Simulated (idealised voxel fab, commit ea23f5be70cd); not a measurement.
process module | voxel transistor to metal
cross-section cut | 205 nm wide | cells 5 nm
A cross-section is a grid of square cells, given in bands from the top down. A band is one or more rows of cells.
Each band's line starts with the height of the band's top and of its bottom, in nm. Then come its materials from left to right, each with its width in nm. One material with "throughout" fills the band from edge to edge. "air" is empty space.
Height 0 is the level under which the wafer as received is all one material. The lowest band goes on downwards, as in "0 down".
A width such as "30 to 40" changes by the same amount from each row of cells to the next, from the band's top row to its bottom row.
"no change" after a step means that no cell of the cross-section changed.
closed voids: empty space of 8 cells or more with no open way to the top, each as width x height at its distance from the left edge, in nm
after a step's settings: what the simulator itself notes on the step
overlay nm, on a step with a mask: how far to the right of its planned place the mask lay; to the left if negative
plan
1 op RECEIVE | material Si
2 op OXIDIZE | depth nm 5
3 op CONFORMAL_DEP | material SiN | thk nm 15
4 op MASKED_ETCH | tone cover | mask id ACTIVE | width nm 110 | etch materials SiN | depth nm 15 | overlay nm 0
5 op MASKED_ETCH | tone cover | mask id ACTIVE | width nm 110 | etch materials SiO2 | depth nm 5 | overlay nm 0
6 op MASKED_ETCH | tone cover | mask id ACTIVE | width nm 110 | etch materials Si | depth nm 25 | overlay nm 0
7 op FILL_DEP | material SiO2 | thk nm 10
8 op CMP | height nm 15
9 op SELECTIVE_ETCH | etch materials SiO2 | depth nm 5
10 op STRIP | etch materials SiN
11 op SELECTIVE_ETCH | etch materials SiO2 | depth nm 5
12 op OXIDIZE | depth nm 5
13 op DIRECTIONAL_DEP | material polySi | thk nm 25
14 op DIRECTIONAL_DEP | material SiCN | thk nm 10
15 op PATTERN | tone cover | mask id GATE | material resist | width nm 30 | thk nm 20 | overlay nm 0
16 op DIRECTIONAL_ETCH | etch materials SiCN | depth nm 20
17 op DIRECTIONAL_ETCH | etch materials polySi | depth nm 35
18 op STRIP | etch materials resist
19 op CONFORMAL_DEP | material SiO2 | thk nm 5
20 op DIRECTIONAL_ETCH | etch materials SiO2 | depth nm 5
21 op CONFORMAL_DEP | material SiN | thk nm 10
22 op DIRECTIONAL_ETCH | etch materials SiN | depth nm 10
23 op DIRECTIONAL_ETCH | etch materials SiO2 | depth nm 5
24 op DIRECTIONAL_ETCH | etch materials Si | depth nm 5
25 op EPI | material nSi | thk nm 5
26 op FILL_DEP | material SiO2 | thk nm 5
27 op CMP | height nm 20
28 op STRIP | etch materials polySi
29 op SELECTIVE_ETCH | etch materials SiO2 | depth nm 5
30 op CONFORMAL_DEP | material HfO2 | thk nm 5
31 op CONFORMAL_DEP | material TiN | thk nm 5
32 op FILL_DEP | material W | thk nm 5
33 op CMP | height nm 15
34 op DIRECTIONAL_DEP | material SiO2 | thk nm 15
35 op MASKED_ETCH | tone open | mask id CONTACT | width nm 20 | pitch nm 80 | etch materials SiO2 | depth nm 40 | overlay nm 0
36 op CONFORMAL_DEP | material TiN | thk nm 5
37 op FILL_DEP | material W | thk nm 5
38 op CMP | height nm 30
39 op DIRECTIONAL_DEP | material TiN | thk nm 5
40 op DIRECTIONAL_DEP | material Ru | thk nm 15
41 op PATTERN | tone cover | mask id METAL_1 | material resist | width nm 20 | pitch nm 80 | thk nm 15 | overlay nm 0
42 op DIRECTIONAL_ETCH | etch materials Ru | depth nm 15
43 op DIRECTIONAL_ETCH | etch materials TiN | depth nm 5
44 op STRIP | etch materials resist
45 op CONFORMAL_DEP | material SiCN | thk nm 5
46 op FILL_DEP | material SiO2 | thk nm 10
47 op CMP | height nm 50
48 op CONFORMAL_DEP | material SiN | thk nm 5
first wafer, as planned
as received, after step 1
  0 down: Si throughout
  closed voids: none
after step 2
  0 to -5: SiO2 throughout
  below -5: unchanged
after step 3
  15 to 0: SiN throughout
  below 0: unchanged
after step 4
  15 to 0: air 45 | SiN 110 | air 50
  below 0: unchanged
after step 5
  15 to 0: air 45 | SiN 110 | air 50
  0 to -5: air 45 | SiO2 110 | air 50
  below -5: unchanged
after step 6
  15 to 0: air 45 | SiN 110 | air 50
  0 to -5: air 45 | SiO2 110 | air 50
  -5 to -30: air 45 | Si 110 | air 50
  below -30: unchanged
after step 7
  25 to 15: SiO2 throughout
  15 to 0: SiO2 45 | SiN 110 | SiO2 50
  0 to -5: SiO2 throughout
  -5 to -30: SiO2 45 | Si 110 | SiO2 50
  below -30: unchanged
after step 8
  15 to 0: SiO2 45 | SiN 110 | SiO2 50
  below 0: unchanged
after step 9
  15 to 10: air 45 | SiN 110 | air 50
  below 10: unchanged
after step 10
  10 to 0: SiO2 45 | air 110 | SiO2 50
  below 0: unchanged
after step 11
  5 to -5: SiO2 40 | air 120 | SiO2 45
  below -5: unchanged
after step 12
  5 to -5: SiO2 40 | air 120 | SiO2 45
  -5 to -10: SiO2 throughout
  below -10: unchanged
after step 13
  30 to 20: polySi 40 | air 120 | polySi 45
  20 to 5: polySi throughout
  5 to -5: SiO2 40 | polySi 120 | SiO2 45
  below -5: unchanged
after step 14
  40 to 30: SiCN 40 | air 120 | SiCN 45
  30 to 20: polySi 40 | SiCN 120 | polySi 45
  below 20: unchanged
after step 15
  60 to 40: air 85 | resist 30 | air 90
  40 to 30: SiCN 40 | air 45 | resist 30 | air 45 | SiCN 45
  below 30: unchanged
after step 16
  60 to 30: air 85 | resist 30 | air 90
  30 to 20: polySi 40 | air 45 | SiCN 30 | air 45 | polySi 45
  below 20: unchanged
after step 17
  60 to 30: air 85 | resist 30 | air 90
  30 to 20: air 85 | SiCN 30 | air 90
  20 to 5: air 85 | polySi 30 | air 90
  5 to -5: SiO2 40 | air 45 | polySi 30 | air 45 | SiO2 45
  below -5: unchanged
after step 18
  30 to 20: air 85 | SiCN 30 | air 90
  below 20: unchanged
after step 19
  35 to 30: air 80 | SiO2 40 | air 85
  30 to 20: air 80 | SiO2 5 | SiCN 30 | SiO2 5 | air 85
  20 to 10: air 80 | SiO2 5 | polySi 30 | SiO2 5 | air 85
  10 to 0: SiO2 45 | air 35 | SiO2 5 | polySi 30 | SiO2 5 | air 35 | SiO2 50
  0 to -5: SiO2 85 | polySi 30 | SiO2 90
  below -5: unchanged
after step 20
  30 to 20: air 80 | SiO2 5 | SiCN 30 | SiO2 5 | air 85
  20 to 5: air 80 | SiO2 5 | polySi 30 | SiO2 5 | air 85
  5 to -5: SiO2 45 | air 35 | SiO2 5 | polySi 30 | SiO2 5 | air 35 | SiO2 50
  below -5: unchanged
after step 21
  40 to 30: air 70 | SiN 60 | air 75
  30 to 20: air 70 | SiN 10 | SiO2 5 | SiCN 30 | SiO2 5 | SiN 10 | air 75
  20 to 15: air 70 | SiN 10 | SiO2 5 | polySi 30 | SiO2 5 | SiN 10 | air 75
  15 to 5: SiN 55 | air 15 | SiN 10 | SiO2 5 | polySi 30 | SiO2 5 | SiN 10 | air 15 | SiN 60
  5 to -5: SiO2 45 | SiN 35 | SiO2 5 | polySi 30 | SiO2 5 | SiN 35 | SiO2 50
  below -5: unchanged
after step 22
  30 to 20: air 70 | SiN 10 | SiO2 5 | SiCN 30 | SiO2 5 | SiN 10 | air 75
  20 to 5: air 70 | SiN 10 | SiO2 5 | polySi 30 | SiO2 5 | SiN 10 | air 75
  5 to -5: SiO2 45 | SiN 10 | air 15 | SiN 10 | SiO2 5 | polySi 30 | SiO2 5 | SiN 10 | air 15 | SiN 10 | SiO2 50
  below -5: unchanged
after step 23
  30 to 25: air 70 | SiN 10 | air 5 | SiCN 30 | air 5 | SiN 10 | air 75
  25 to 20: air 70 | SiN 10 | SiO2 5 | SiCN 30 | SiO2 5 | SiN 10 | air 75
  20 to 5: air 70 | SiN 10 | SiO2 5 | polySi 30 | SiO2 5 | SiN 10 | air 75
  5 to 0: air 45 | SiN 10 | air 15 | SiN 10 | SiO2 5 | polySi 30 | SiO2 5 | SiN 10 | air 15 | SiN 10 | air 50
  0 to -5: SiO2 45 | SiN 10 | air 15 | SiN 10 | SiO2 5 | polySi 30 | SiO2 5 | SiN 10 | air 15 | SiN 10 | SiO2 50
  -5 to -10: SiO2 55 | air 15 | SiO2 60 | air 15 | SiO2 60
  below -10: unchanged
after step 24
  30 to 25: air 70 | SiN 10 | air 5 | SiCN 30 | air 5 | SiN 10 | air 75
  25 to 20: air 70 | SiN 10 | SiO2 5 | SiCN 30 | SiO2 5 | SiN 10 | air 75
  20 to 5: air 70 | SiN 10 | SiO2 5 | polySi 30 | SiO2 5 | SiN 10 | air 75
  5 to 0: air 45 | SiN 10 | air 15 | SiN 10 | SiO2 5 | polySi 30 | SiO2 5 | SiN 10 | air 15 | SiN 10 | air 50
  0 to -5: SiO2 45 | SiN 10 | air 15 | SiN 10 | SiO2 5 | polySi 30 | SiO2 5 | SiN 10 | air 15 | SiN 10 | SiO2 50
  -5 to -10: SiO2 55 | air 15 | SiO2 60 | air 15 | SiO2 60
  -10 to -15: SiO2 45 | Si 10 | air 15 | Si 60 | air 15 | Si 10 | SiO2 50
  below -15: unchanged
after step 25
  30 to 25: air 70 | SiN 10 | air 5 | SiCN 30 | air 5 | SiN 10 | air 75
  25 to 20: air 70 | SiN 10 | SiO2 5 | SiCN 30 | SiO2 5 | SiN 10 | air 75
  20 to 5: air 70 | SiN 10 | SiO2 5 | polySi 30 | SiO2 5 | SiN 10 | air 75
  5 to 0: air 45 | SiN 10 | air 15 | SiN 10 | SiO2 5 | polySi 30 | SiO2 5 | SiN 10 | air 15 | SiN 10 | air 50
  0 to -5: SiO2 45 | SiN 10 | air 15 | SiN 10 | SiO2 5 | polySi 30 | SiO2 5 | SiN 10 | air 15 | SiN 10 | SiO2 50
  -5 to -10: SiO2 55 | nSi 5 | air 5 | nSi 5 | SiO2 60 | nSi 5 | air 5 | nSi 5 | SiO2 60
  -10 to -15: SiO2 45 | Si 10 | nSi 15 | Si 60 | nSi 15 | Si 10 | SiO2 50
  below -15: unchanged
after step 26
  35 to 30: SiO2 throughout
  30 to 20: SiO2 70 | SiN 10 | SiO2 5 | SiCN 30 | SiO2 5 | SiN 10 | SiO2 75
  20 to 5: SiO2 70 | SiN 10 | SiO2 5 | polySi 30 | SiO2 5 | SiN 10 | SiO2 75
  5 to -5: SiO2 45 | SiN 10 | SiO2 15 | SiN 10 | SiO2 5 | polySi 30 | SiO2 5 | SiN 10 | SiO2 15 | SiN 10 | SiO2 50
  -5 to -10: SiO2 55 | nSi 5 | SiO2 5 | nSi 5 | SiO2 60 | nSi 5 | SiO2 5 | nSi 5 | SiO2 60
  below -10: unchanged
after step 27
  20 to 5: SiO2 70 | SiN 10 | SiO2 5 | polySi 30 | SiO2 5 | SiN 10 | SiO2 75
  below 5: unchanged
after step 28
  20 to 5: SiO2 70 | SiN 10 | SiO2 5 | air 30 | SiO2 5 | SiN 10 | SiO2 75
  5 to -5: SiO2 45 | SiN 10 | SiO2 15 | SiN 10 | SiO2 5 | air 30 | SiO2 5 | SiN 10 | SiO2 15 | SiN 10 | SiO2 50
  below -5: unchanged
after step 29
  20 to 15: air 70 | SiN 10 | air 40 | SiN 10 | air 75
  15 to 5: SiO2 70 | SiN 10 | air 40 | SiN 10 | SiO2 75
  5 to -5: SiO2 45 | SiN 10 | SiO2 15 | SiN 10 | air 40 | SiN 10 | SiO2 15 | SiN 10 | SiO2 50
  -5 to -10: SiO2 55 | nSi 5 | SiO2 5 | nSi 5 | SiO2 10 | air 40 | SiO2 10 | nSi 5 | SiO2 5 | nSi 5 | SiO2 60
  below -10: unchanged
after step 30
  25 to 20: air 65 | HfO2 20 | air 30 | HfO2 20 | air 70
  20 to 15: HfO2 70 | SiN 10 | HfO2 5 | air 30 | HfO2 5 | SiN 10 | HfO2 75
  15 to 5: SiO2 70 | SiN 10 | HfO2 5 | air 30 | HfO2 5 | SiN 10 | SiO2 75
  5 to -5: SiO2 45 | SiN 10 | SiO2 15 | SiN 10 | HfO2 5 | air 30 | HfO2 5 | SiN 10 | SiO2 15 | SiN 10 | SiO2 50
  -5 to -10: SiO2 55 | nSi 5 | SiO2 5 | nSi 5 | SiO2 10 | HfO2 40 | SiO2 10 | nSi 5 | SiO2 5 | nSi 5 | SiO2 60
  below -10: unchanged
after step 31
  30 to 25: air 60 | TiN 30 | air 20 | TiN 30 | air 65
  25 to 20: TiN 65 | HfO2 20 | TiN 5 | air 20 | TiN 5 | HfO2 20 | TiN 70
  20 to 15: HfO2 70 | SiN 10 | HfO2 5 | TiN 5 | air 20 | TiN 5 | HfO2 5 | SiN 10 | HfO2 75
  15 to 5: SiO2 70 | SiN 10 | HfO2 5 | TiN 5 | air 20 | TiN 5 | HfO2 5 | SiN 10 | SiO2 75
  5 to 0: SiO2 45 | SiN 10 | SiO2 15 | SiN 10 | HfO2 5 | TiN 5 | air 20 | TiN 5 | HfO2 5 | SiN 10 | SiO2 15 | SiN 10 | SiO2 50
  0 to -5: SiO2 45 | SiN 10 | SiO2 15 | SiN 10 | HfO2 5 | TiN 30 | HfO2 5 | SiN 10 | SiO2 15 | SiN 10 | SiO2 50
  below -5: unchanged
after step 32
  35 to 30: W throughout
  30 to 25: W 60 | TiN 30 | W 20 | TiN 30 | W 65
  25 to 20: TiN 65 | HfO2 20 | TiN 5 | W 20 | TiN 5 | HfO2 20 | TiN 70
  20 to 15: HfO2 70 | SiN 10 | HfO2 5 | TiN 5 | W 20 | TiN 5 | HfO2 5 | SiN 10 | HfO2 75
  15 to 5: SiO2 70 | SiN 10 | HfO2 5 | TiN 5 | W 20 | TiN 5 | HfO2 5 | SiN 10 | SiO2 75
  5 to 0: SiO2 45 | SiN 10 | SiO2 15 | SiN 10 | HfO2 5 | TiN 5 | W 20 | TiN 5 | HfO2 5 | SiN 10 | SiO2 15 | SiN 10 | SiO2 50
  below 0: unchanged
after step 33
  15 to 5: SiO2 70 | SiN 10 | HfO2 5 | TiN 5 | W 20 | TiN 5 | HfO2 5 | SiN 10 | SiO2 75
  below 5: unchanged
after step 34
  30 to 15: SiO2 throughout
  below 15: unchanged
after step 35
  30 to 15: SiO2 50 | air 20 | SiO2 60 | air 20 | SiO2 55
  15 to 5: SiO2 50 | air 20 | SiN 10 | HfO2 5 | TiN 5 | W 20 | TiN 5 | HfO2 5 | SiN 10 | air 20 | SiO2 55
  5 to 0: SiO2 45 | SiN 10 | air 15 | SiN 10 | HfO2 5 | TiN 5 | W 20 | TiN 5 | HfO2 5 | SiN 10 | air 15 | SiN 10 | SiO2 50
  0 to -5: SiO2 45 | SiN 10 | air 15 | SiN 10 | HfO2 5 | TiN 30 | HfO2 5 | SiN 10 | air 15 | SiN 10 | SiO2 50
  -5 to -10: SiO2 55 | nSi 5 | air 5 | nSi 5 | SiO2 10 | HfO2 40 | SiO2 10 | nSi 5 | air 5 | nSi 5 | SiO2 60
  below -10: unchanged
after step 36
  35 to 30: TiN 55 | air 10 | TiN 70 | air 10 | TiN 60
  30 to 15: SiO2 50 | TiN 5 | air 10 | TiN 5 | SiO2 60 | TiN 5 | air 10 | TiN 5 | SiO2 55
  15 to 5: SiO2 50 | TiN 5 to 10 | air 10 to 5 | TiN 5 | SiN 10 | HfO2 5 | TiN 5 | W 20 | TiN 5 | HfO2 5 | SiN 10 | TiN 5 | air 10 to 5 | TiN 5 to 10 | SiO2 55
  5 to 0: SiO2 45 | SiN 10 | TiN 5 | air 5 | TiN 5 | SiN 10 | HfO2 5 | TiN 5 | W 20 | TiN 5 | HfO2 5 | SiN 10 | TiN 5 | air 5 | TiN 5 | SiN 10 | SiO2 50
  0 to -5: SiO2 45 | SiN 10 | TiN 15 | SiN 10 | HfO2 5 | TiN 30 | HfO2 5 | SiN 10 | TiN 15 | SiN 10 | SiO2 50
  -5 to -10: SiO2 55 | nSi 5 | TiN 5 | nSi 5 | SiO2 10 | HfO2 40 | SiO2 10 | nSi 5 | TiN 5 | nSi 5 | SiO2 60
  below -10: unchanged
after step 37
  40 to 35: W throughout
  35 to 30: TiN 55 | W 10 | TiN 70 | W 10 | TiN 60
  30 to 15: SiO2 50 | TiN 5 | W 10 | TiN 5 | SiO2 60 | TiN 5 | W 10 | TiN 5 | SiO2 55
  15 to 5: SiO2 50 | TiN 5 to 10 | W 10 to 5 | TiN 5 | SiN 10 | HfO2 5 | TiN 5 | W 20 | TiN 5 | HfO2 5 | SiN 10 | TiN 5 | W 10 to 5 | TiN 5 to 10 | SiO2 55
  5 to 0: SiO2 45 | SiN 10 | TiN 5 | W 5 | TiN 5 | SiN 10 | HfO2 5 | TiN 5 | W 20 | TiN 5 | HfO2 5 | SiN 10 | TiN 5 | W 5 | TiN 5 | SiN 10 | SiO2 50
  below 0: unchanged
after step 38
  30 to 15: SiO2 50 | TiN 5 | W 10 | TiN 5 | SiO2 60 | TiN 5 | W 10 | TiN 5 | SiO2 55
  below 15: unchanged
after step 39
  35 to 30: TiN throughout
  below 30: unchanged
after step 40
  50 to 35: Ru throughout
  below 35: unchanged
after step 41
  65 to 50: air 50 | resist 20 | air 60 | resist 20 | air 55
  below 50: unchanged
after step 42
  65 to 50: air 50 | resist 20 | air 60 | resist 20 | air 55
  50 to 35: air 50 | Ru 20 | air 60 | Ru 20 | air 55
  below 35: unchanged
after step 43
  65 to 50: air 50 | resist 20 | air 60 | resist 20 | air 55
  50 to 35: air 50 | Ru 20 | air 60 | Ru 20 | air 55
  35 to 30: air 50 | TiN 20 | air 60 | TiN 20 | air 55
  below 30: unchanged
after step 44
  50 to 35: air 50 | Ru 20 | air 60 | Ru 20 | air 55
  below 35: unchanged
after step 45
  55 to 50: air 45 | SiCN 30 | air 50 | SiCN 30 | air 50
  50 to 35: air 45 | SiCN 5 | Ru 20 | SiCN 5 | air 50 | SiCN 5 | Ru 20 | SiCN 5 | air 50
  35 to 30: SiCN 50 | TiN 20 | SiCN 60 | TiN 20 | SiCN 55
  below 30: unchanged
after step 46
  65 to 55: SiO2 throughout
  55 to 50: SiO2 45 | SiCN 30 | SiO2 50 | SiCN 30 | SiO2 50
  50 to 35: SiO2 45 | SiCN 5 | Ru 20 | SiCN 5 | SiO2 50 | SiCN 5 | Ru 20 | SiCN 5 | SiO2 50
  below 35: unchanged
after step 47
  50 to 35: SiO2 45 | SiCN 5 | Ru 20 | SiCN 5 | SiO2 50 | SiCN 5 | Ru 20 | SiCN 5 | SiO2 50
  below 35: unchanged
after step 48
  55 to 50: SiN throughout
  below 50: unchanged
second wafer: like start, like plan, one mistake. Through step 20 it matches the first wafer
when step 21 should have ended: no change
when step 22 should have ended: no change
when step 23 should have ended
  30 to 25: air 85 | SiCN 30 | air 90
  25 to 20: air 80 | SiO2 5 | SiCN 30 | SiO2 5 | air 85
  20 to 0: air 80 | SiO2 5 | polySi 30 | SiO2 5 | air 85
  0 to -5: SiO2 45 | air 35 | SiO2 5 | polySi 30 | SiO2 5 | air 35 | SiO2 50
  -5 to -10: SiO2 45 | air 35 | SiO2 40 | air 35 | SiO2 50
  below -10: unchanged
when step 24 should have ended
  30 to 25: air 85 | SiCN 30 | air 90
  25 to 20: air 80 | SiO2 5 | SiCN 30 | SiO2 5 | air 85
  20 to 0: air 80 | SiO2 5 | polySi 30 | SiO2 5 | air 85
  0 to -5: SiO2 45 | air 35 | SiO2 5 | polySi 30 | SiO2 5 | air 35 | SiO2 50
  -5 to -10: SiO2 45 | air 35 | SiO2 40 | air 35 | SiO2 50
  -10 to -15: SiO2 45 | air 35 | Si 40 | air 35 | SiO2 50
  below -15: unchanged
when step 25 should have ended
  30 to 25: air 85 | SiCN 30 | air 90
  25 to 20: air 80 | SiO2 5 | SiCN 30 | SiO2 5 | air 85
  20 to 0: air 80 | SiO2 5 | polySi 30 | SiO2 5 | air 85
  0 to -5: SiO2 45 | air 35 | SiO2 5 | polySi 30 | SiO2 5 | air 35 | SiO2 50
  -5 to -10: SiO2 45 | air 30 | nSi 5 | SiO2 40 | nSi 5 | air 30 | SiO2 50
  -10 to -15: SiO2 45 | nSi 35 | Si 40 | nSi 35 | SiO2 50
  below -15: unchanged
when step 26 should have ended
  35 to 30: SiO2 throughout
  30 to 20: SiO2 85 | SiCN 30 | SiO2 90
  20 to -5: SiO2 85 | polySi 30 | SiO2 90
  -5 to -10: SiO2 75 | nSi 5 | SiO2 40 | nSi 5 | SiO2 80
  below -10: unchanged
when step 27 should have ended
  20 to -5: SiO2 85 | polySi 30 | SiO2 90
  below -5: unchanged
when step 28 should have ended
  20 to -5: SiO2 85 | air 30 | SiO2 90
  below -5: unchanged
when step 29 should have ended
  15 to -5: SiO2 80 | air 40 | SiO2 85
  -5 to -10: SiO2 75 | nSi 5 | air 40 | nSi 5 | SiO2 80
  below -10: unchanged
when step 30 should have ended
  20 to 15: HfO2 85 | air 30 | HfO2 90
  15 to -5: SiO2 80 | HfO2 5 | air 30 | HfO2 5 | SiO2 85
  -5 to -10: SiO2 75 | nSi 5 | HfO2 40 | nSi 5 | SiO2 80
  below -10: unchanged
when step 31 should have ended
  25 to 20: TiN 90 | air 20 | TiN 95
  20 to 15: HfO2 85 | TiN 5 | air 20 | TiN 5 | HfO2 90
  15 to 0: SiO2 80 | HfO2 5 | TiN 5 | air 20 | TiN 5 | HfO2 5 | SiO2 85
  0 to -5: SiO2 80 | HfO2 5 | TiN 30 | HfO2 5 | SiO2 85
  below -5: unchanged
when step 32 should have ended
  30 to 25: W throughout
  25 to 20: TiN 90 | W 20 | TiN 95
  20 to 15: HfO2 85 | TiN 5 | W 20 | TiN 5 | HfO2 90
  15 to 0: SiO2 80 | HfO2 5 | TiN 5 | W 20 | TiN 5 | HfO2 5 | SiO2 85
  below 0: unchanged
when step 33 should have ended
  15 to 0: SiO2 80 | HfO2 5 | TiN 5 | W 20 | TiN 5 | HfO2 5 | SiO2 85
  below 0: unchanged
when step 34 should have ended
  30 to 15: SiO2 throughout
  below 15: unchanged
when step 35 should have ended
  30 to 15: SiO2 50 | air 20 | SiO2 60 | air 20 | SiO2 55
  15 to 0: SiO2 50 | air 20 | SiO2 10 | HfO2 5 | TiN 5 | W 20 | TiN 5 | HfO2 5 | SiO2 10 | air 20 | SiO2 55
  0 to -5: SiO2 50 | air 20 | SiO2 10 | HfO2 5 | TiN 30 | HfO2 5 | SiO2 10 | air 20 | SiO2 55
  -5 to -10: SiO2 50 | air 20 | SiO2 5 | nSi 5 | HfO2 40 | nSi 5 | SiO2 5 | air 20 | SiO2 55
  below -10: unchanged
when step 36 should have ended
  35 to 30: TiN 55 | air 10 | TiN 70 | air 10 | TiN 60
  30 to 15: SiO2 50 | TiN 5 | air 10 | TiN 5 | SiO2 60 | TiN 5 | air 10 | TiN 5 | SiO2 55
  15 to 0: SiO2 50 | TiN 5 | air 10 | TiN 5 | SiO2 10 | HfO2 5 | TiN 5 | W 20 | TiN 5 | HfO2 5 | SiO2 10 | TiN 5 | air 10 | TiN 5 | SiO2 55
  0 to -5: SiO2 50 | TiN 5 | air 10 | TiN 5 | SiO2 10 | HfO2 5 | TiN 30 | HfO2 5 | SiO2 10 | TiN 5 | air 10 | TiN 5 | SiO2 55
  -5 to -10: SiO2 50 | TiN 20 | SiO2 5 | nSi 5 | HfO2 40 | nSi 5 | SiO2 5 | TiN 20 | SiO2 55
  below -10: unchanged
when step 37 should have ended
  40 to 35: W throughout
  35 to 30: TiN 55 | W 10 | TiN 70 | W 10 | TiN 60
  30 to 15: SiO2 50 | TiN 5 | W 10 | TiN 5 | SiO2 60 | TiN 5 | W 10 | TiN 5 | SiO2 55
  15 to 0: SiO2 50 | TiN 5 | W 10 | TiN 5 | SiO2 10 | HfO2 5 | TiN 5 | W 20 | TiN 5 | HfO2 5 | SiO2 10 | TiN 5 | W 10 | TiN 5 | SiO2 55
  0 to -5: SiO2 50 | TiN 5 | W 10 | TiN 5 | SiO2 10 | HfO2 5 | TiN 30 | HfO2 5 | SiO2 10 | TiN 5 | W 10 | TiN 5 | SiO2 55
  below -5: unchanged
when step 38 should have ended
  30 to 15: SiO2 50 | TiN 5 | W 10 | TiN 5 | SiO2 60 | TiN 5 | W 10 | TiN 5 | SiO2 55
  below 15: unchanged
when step 39 should have ended
  35 to 30: TiN throughout
  below 30: unchanged
when step 40 should have ended
  50 to 35: Ru throughout
  below 35: unchanged
when step 41 should have ended
  65 to 50: air 50 | resist 20 | air 60 | resist 20 | air 55
  below 50: unchanged
when step 42 should have ended
  65 to 50: air 50 | resist 20 | air 60 | resist 20 | air 55
  50 to 35: air 50 | Ru 20 | air 60 | Ru 20 | air 55
  below 35: unchanged
when step 43 should have ended
  65 to 50: air 50 | resist 20 | air 60 | resist 20 | air 55
  50 to 35: air 50 | Ru 20 | air 60 | Ru 20 | air 55
  35 to 30: air 50 | TiN 20 | air 60 | TiN 20 | air 55
  below 30: unchanged
when step 44 should have ended
  50 to 35: air 50 | Ru 20 | air 60 | Ru 20 | air 55
  below 35: unchanged
when step 45 should have ended
  55 to 50: air 45 | SiCN 30 | air 50 | SiCN 30 | air 50
  50 to 35: air 45 | SiCN 5 | Ru 20 | SiCN 5 | air 50 | SiCN 5 | Ru 20 | SiCN 5 | air 50
  35 to 30: SiCN 50 | TiN 20 | SiCN 60 | TiN 20 | SiCN 55
  below 30: unchanged
when step 46 should have ended
  65 to 55: SiO2 throughout
  55 to 50: SiO2 45 | SiCN 30 | SiO2 50 | SiCN 30 | SiO2 50
  50 to 35: SiO2 45 | SiCN 5 | Ru 20 | SiCN 5 | SiO2 50 | SiCN 5 | Ru 20 | SiCN 5 | SiO2 50
  below 35: unchanged
when step 47 should have ended
  50 to 35: SiO2 45 | SiCN 5 | Ru 20 | SiCN 5 | SiO2 50 | SiCN 5 | Ru 20 | SiCN 5 | SiO2 50
  below 35: unchanged
when step 48 should have ended
  55 to 50: SiN throughout
  below 50: unchanged
what went wrong: step 21 was left out
at the end the second wafer has, in cells: 8 fewer of Si | 24 fewer of SiN | 16 more of SiO2 | 2 more of TiN | 8 more of W | 6 more of nSi
